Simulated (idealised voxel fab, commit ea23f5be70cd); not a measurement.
You're looking at the process module voxel quadruple lines.
In the cross-section labelled cut, the width is 185 nm and each square cell is 5 nm.
In this document a cross-section is written as a grid of square cells. It is given as a series of bands, listed from the top down, and a band is one or more rows of cells. Per band: top height and bottom height in nm, followed by the left-to-right materials and their widths in nm; "edge to edge" marks a single material spanning edge to edge, "blank" marks empty space. It should be noted that heights are counted from 0, beneath which the wafer as supplied is of one material throughout, and that the lowest band possesses no lower boundary but continues downward, as written in "0 nm and below". The notation "30->40" denotes a width that varies across the rows of cells in the band, beginning at the first number in the top row, finishing at the second number in the bottom row, and changing by an identical amount from each row to the next. When a step is marked "nothing got changed", none of the cells in the cross-section changed during that step. The entry "Enclosed void list" lists the empty spaces that cover at least 8 cells and have no open path to the top. Each is written as width x height at distance, where the distance is measured from the left edge and all three values are in nm. Note: text after step settings on the step line = simulator remark on that step. overlay nm: for a step with a mask, the amount by which the mask lay right of where it was planned; a negative amount means left of it.

This section lists the process steps that were planned:
- 1: RECEIVE (material Si)
- 2: CONFORMAL_DEP (material SiO2; thk nm 10)
- 3: DIRECTIONAL_DEP (material W; thk nm 10)
- 4: DIRECTIONAL_DEP (material polySi; thk nm 20)
- 5: DIRECTIONAL_DEP (material aC; thk nm 20)
- 6: PATTERN (tone cover; mask id MANDREL; material resist; width nm 35; thk nm 30; overlay nm 0)
- 7: DIRECTIONAL_ETCH (etch materials aC; depth nm 20)
- 8: STRIP (etch materials resist)
- 9: CONFORMAL_DEP (material SiO2; thk nm 15)
- 10: DIRECTIONAL_ETCH (etch materials SiO2; depth nm 15)
- 11: STRIP (etch materials aC)
- 12: DIRECTIONAL_ETCH (etch materials polySi; depth nm 20)
- 13: STRIP (etch materials SiO2)
- 14: CONFORMAL_DEP (material SiCN; thk nm 10)
- 15: DIRECTIONAL_ETCH (etch materials SiCN; depth nm 10)
- 16: STRIP (etch materials polySi)
- 17: DIRECTIONAL_ETCH (etch materials W; depth nm 10)
- 18: STRIP (etch materials SiCN)
- 19: FILL_DEP (material SiO2; thk nm 10)
- 20: CMP (height nm 20)

First of the two wafers, run per plan:

Cross-sectional view of the wafer in its as-received condition, corresponding to the state after step 1:
0 nm and below: Si edge to edge
Enclosed void list: none

Take a look at the wafer's cross-section after step 2:
10 nm to 0 nm: SiO2 edge to edge
Rest of section, below 0: as before.

Take a look at the wafer's cross-section after step 3:
20 nm to 10 nm: W edge to edge
Rest of section, below 10: as before.

Take a look at the wafer's cross-section after step 4:
40 nm to 20 nm: polySi edge to edge
Rest of section, below 20: as before.

Take a look at the wafer's cross-section after step 5:
60 nm to 40 nm: aC edge to edge
Rest of section, below 40: as before.

Take a look at the wafer's cross-section after step 6:
90 nm to 60 nm: 75 nm blank / 35 nm resist / 75 nm blank
Rest of section, below 60: as before.

Take a look at the wafer's cross-section after step 7:
70 nm to 60 nm: 75 nm blank / 35 nm resist / 75 nm blank
60 nm to 40 nm: 75 nm blank / 35 nm aC / 75 nm blank
Rest of section, below 40: as before.

Take a look at the wafer's cross-section after step 8:
60 nm to 40 nm: 75 nm blank / 35 nm aC / 75 nm blank
Rest of section, below 40: as before.

Take a look at the wafer's cross-section after step 9:
75 nm to 60 nm: 60 nm blank / 65 nm SiO2 / 60 nm blank
60 nm to 55 nm: 60 nm blank / 15 nm SiO2 / 35 nm aC / 15 nm SiO2 / 60 nm blank
55 nm to 40 nm: 75 nm SiO2 / 35 nm aC / 75 nm SiO2
Rest of section, below 40: as before.

Take a look at the wafer's cross-section after step 10:
60 nm to 40 nm: 60 nm blank / 15 nm SiO2 / 35 nm aC / 15 nm SiO2 / 60 nm blank
Rest of section, below 40: as before.

Take a look at the wafer's cross-section after step 11:
60 nm to 40 nm: 60 nm blank / 15 nm SiO2 / 35 nm blank / 15 nm SiO2 / 60 nm blank
Rest of section, below 40: as before.

Take a look at the wafer's cross-section after step 12:
60 nm to 40 nm: 60 nm blank / 15 nm SiO2 / 35 nm blank / 15 nm SiO2 / 60 nm blank
40 nm to 20 nm: 60 nm blank / 15 nm polySi / 35 nm blank / 15 nm polySi / 60 nm blank
Rest of section, below 20: as before.

Take a look at the wafer's cross-section after step 13:
40 nm to 20 nm: 60 nm blank / 15 nm polySi / 35 nm blank / 15 nm polySi / 60 nm blank
Rest of section, below 20: as before.

Take a look at the wafer's cross-section after step 14:
50 nm to 40 nm: 50 nm blank / 35 nm SiCN / 15 nm blank / 35 nm SiCN / 50 nm blank
40 nm to 30 nm: 50 nm blank / 10 nm SiCN / 15 nm polySi / 10 nm SiCN / 15 nm blank / 10 nm SiCN / 15 nm polySi / 10 nm SiCN / 50 nm blank
30 nm to 20 nm: 60 nm SiCN / 15 nm polySi / 35 nm SiCN / 15 nm polySi / 60 nm SiCN
Rest of section, below 20: as before.

Take a look at the wafer's cross-section after step 15:
40 nm to 20 nm: 50 nm blank / 10 nm SiCN / 15 nm polySi / 10 nm SiCN / 15 nm blank / 10 nm SiCN / 15 nm polySi / 10 nm SiCN / 50 nm blank
Rest of section, below 20: as before.

Take a look at the wafer's cross-section after step 16:
40 nm to 20 nm: 50 nm blank / 10 nm SiCN / 15 nm blank / 10 nm SiCN / 15 nm blank / 10 nm SiCN / 15 nm blank / 10 nm SiCN / 50 nm blank
Rest of section, below 20: as before.

Take a look at the wafer's cross-section after step 17:
40 nm to 20 nm: 50 nm blank / 10 nm SiCN / 15 nm blank / 10 nm SiCN / 15 nm blank / 10 nm SiCN / 15 nm blank / 10 nm SiCN / 50 nm blank
20 nm to 10 nm: 50 nm blank / 10 nm W / 15 nm blank / 10 nm W / 15 nm blank / 10 nm W / 15 nm blank / 10 nm W / 50 nm blank
Rest of section, below 10: as before.

Take a look at the wafer's cross-section after step 18:
20 nm to 10 nm: 50 nm blank / 10 nm W / 15 nm blank / 10 nm W / 15 nm blank / 10 nm W / 15 nm blank / 10 nm W / 50 nm blank
Rest of section, below 10: as before.

Take a look at the wafer's cross-section after step 19:
30 nm to 20 nm: SiO2 edge to edge
20 nm to 10 nm: 50 nm SiO2 / 10 nm W / 15 nm SiO2 / 10 nm W / 15 nm SiO2 / 10 nm W / 15 nm SiO2 / 10 nm W / 50 nm SiO2
Rest of section, below 10: as before.

Take a look at the wafer's cross-section after step 20:
20 nm to 10 nm: 50 nm SiO2 / 10 nm W / 15 nm SiO2 / 10 nm W / 15 nm SiO2 / 10 nm W / 15 nm SiO2 / 10 nm W / 50 nm SiO2
Rest of section, below 10: as before.

Second wafer, same starting state and plan as the first, one mistake in the run, identical through step 5:

The second wafer in cross-section, at the planned close of step 6:
90 nm to 60 nm: 80 nm blank / 25 nm resist / 80 nm blank
Rest of section, below 60: as before.

The second wafer in cross-section, at the planned close of step 7:
70 nm to 60 nm: 80 nm blank / 25 nm resist / 80 nm blank
60 nm to 40 nm: 80 nm blank / 25 nm aC / 80 nm blank
Rest of section, below 40: as before.

The second wafer in cross-section, at the planned close of step 8:
60 nm to 40 nm: 80 nm blank / 25 nm aC / 80 nm blank
Rest of section, below 40: as before.

The second wafer in cross-section, at the planned close of step 9:
75 nm to 60 nm: 65 nm blank / 55 nm SiO2 / 65 nm blank
60 nm to 55 nm: 65 nm blank / 15 nm SiO2 / 25 nm aC / 15 nm SiO2 / 65 nm blank
55 nm to 40 nm: 80 nm SiO2 / 25 nm aC / 80 nm SiO2
Rest of section, below 40: as before.

The second wafer in cross-section, at the planned close of step 10:
60 nm to 40 nm: 65 nm blank / 15 nm SiO2 / 25 nm aC / 15 nm SiO2 / 65 nm blank
Rest of section, below 40: as before.

The second wafer in cross-section, at the planned close of step 11:
60 nm to 40 nm: 65 nm blank / 15 nm SiO2 / 25 nm blank / 15 nm SiO2 / 65 nm blank
Rest of section, below 40: as before.

The second wafer in cross-section, at the planned close of step 12:
60 nm to 40 nm: 65 nm blank / 15 nm SiO2 / 25 nm blank / 15 nm SiO2 / 65 nm blank
40 nm to 20 nm: 65 nm blank / 15 nm polySi / 25 nm blank / 15 nm polySi / 65 nm blank
Rest of section, below 20: as before.

The second wafer in cross-section, at the planned close of step 13:
40 nm to 20 nm: 65 nm blank / 15 nm polySi / 25 nm blank / 15 nm polySi / 65 nm blank
Rest of section, below 20: as before.

The second wafer in cross-section, at the planned close of step 14:
50 nm to 40 nm: 55 nm blank / 35 nm SiCN / 5 nm blank / 35 nm SiCN / 55 nm blank
40 nm to 30 nm: 55 nm blank / 10 nm SiCN / 15 nm polySi / 10 nm SiCN / 5 nm blank / 10 nm SiCN / 15 nm polySi / 10 nm SiCN / 55 nm blank
30 nm to 20 nm: 65 nm SiCN / 15 nm polySi / 25 nm SiCN / 15 nm polySi / 65 nm SiCN
Rest of section, below 20: as before.

The second wafer in cross-section, at the planned close of step 15:
40 nm to 20 nm: 55 nm blank / 10 nm SiCN / 15 nm polySi / 10 nm SiCN / 5 nm blank / 10 nm SiCN / 15 nm polySi / 10 nm SiCN / 55 nm blank
Rest of section, below 20: as before.

The second wafer in cross-section, at the planned close of step 16:
40 nm to 20 nm: 55 nm blank / 10 nm SiCN / 15 nm blank / 10 nm SiCN / 5 nm blank / 10 nm SiCN / 15 nm blank / 10 nm SiCN / 55 nm blank
Rest of section, below 20: as before.

The second wafer in cross-section, at the planned close of step 17:
40 nm to 20 nm: 55 nm blank / 10 nm SiCN / 15 nm blank / 10 nm SiCN / 5 nm blank / 10 nm SiCN / 15 nm blank / 10 nm SiCN / 55 nm blank
20 nm to 10 nm: 55 nm blank / 10 nm W / 15 nm blank / 10 nm W / 5 nm blank / 10 nm W / 15 nm blank / 10 nm W / 55 nm blank
Rest of section, below 10: as before.

The second wafer in cross-section, at the planned close of step 18:
20 nm to 10 nm: 55 nm blank / 10 nm W / 15 nm blank / 10 nm W / 5 nm blank / 10 nm W / 15 nm blank / 10 nm W / 55 nm blank
Rest of section, below 10: as before.

The second wafer in cross-section, at the planned close of step 19:
30 nm to 20 nm: SiO2 edge to edge
20 nm to 10 nm: 55 nm SiO2 / 10 nm W / 15 nm SiO2 / 10 nm W / 5 nm SiO2 / 10 nm W / 15 nm SiO2 / 10 nm W / 55 nm SiO2
Rest of section, below 10: as before.

The second wafer in cross-section, at the planned close of step 20:
20 nm to 10 nm: 55 nm SiO2 / 10 nm W / 15 nm SiO2 / 10 nm W / 5 nm SiO2 / 10 nm W / 15 nm SiO2 / 10 nm W / 55 nm SiO2
Rest of section, below 10: as before.
Plan not followed: step 6 changed vs plan, executed as PATTERN (tone cover; mask id MANDREL; material resist; width nm 25; thk nm 30; overlay nm 0)
The two final wafers agree on how many cells each material fills and disagree on which cells those are.
